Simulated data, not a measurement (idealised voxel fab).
process module | voxel released beams
cross-section cut | 260 nm wide | cells 5 nm
A cross-section is a grid of square cells, given in bands from the top down. A band is one or more rows of cells.
Each band's line starts with the height of the band's top and of its bottom, in nm. Then come its materials from left to right, each with its width in nm. One material with "throughout" fills the band from edge to edge. "air" is empty space.
Height 0 is the level under which the wafer as received is all one material. The lowest band goes on downwards, as in "0 down".
A width such as "30 to 40" changes by the same amount from each row of cells to the next, from the band's top row to its bottom row.
"no change" after a step means that no cell of the cross-section changed.
closed voids: empty space of 8 cells or more with no open way to the top, each as width x height at its distance from the left edge, in nm
after a step's settings: what the simulator itself notes on the step
overlay nm, on a step with a mask: how far to the right of its planned place the mask lay; to the left if negative
plan
1 op RECEIVE | material Si
2 op CONFORMAL_DEP | material SiN | thk nm 10
3 op DIRECTIONAL_DEP | material SiO2 | thk nm 10
4 op MASKED_ETCH | tone open | mask id ANCHOR | width nm 40 | etch materials SiO2 | depth nm 10 | overlay nm 0
5 op CONFORMAL_DEP | material TiN | thk nm 15
6 op DIRECTIONAL_DEP | material aC | thk nm 15
7 op PATTERN | tone cover | mask id BEAM | material resist | width nm 110 | thk nm 30 | overlay nm 0
8 op DIRECTIONAL_ETCH | etch materials aC | depth nm 15
9 op STRIP | etch materials resist
10 op DIRECTIONAL_ETCH | etch materials TiN | depth nm 15
11 op STRIP | etch materials aC
12 op STRIP | etch materials SiO2
as received, after step 1
  0 down: Si throughout
  closed voids: none
first wafer at the end, as planned
  35 to 25: air 70 | TiN 20 | air 10 | TiN 80 | air 80
  25 to 20: air 70 | TiN 110 | air 80
  20 to 10: air 75 | TiN 40 | air 145
  10 to 0: SiN throughout
  0 down: Si throughout
  closed voids: none
second wafer at the end: like start, like plan, one mistake
  50 to 40: SiN 90 | air 10 | SiN 160
  40 to 35: SiN throughout
  35 to 25: TiN 90 | SiN 10 | TiN 160
  25 to 20: TiN throughout
  20 to 10: SiO2 75 | TiN 40 | SiO2 145
  10 to 0: SiN throughout
  0 down: Si throughout
  closed voids: none
what went wrong: step 6 ran as: op DIRECTIONAL_DEP | material SiN | thk nm 15
at the end the second wafer has, in cells: 156 more of SiN | 88 more of SiO2 | 90 more of TiN
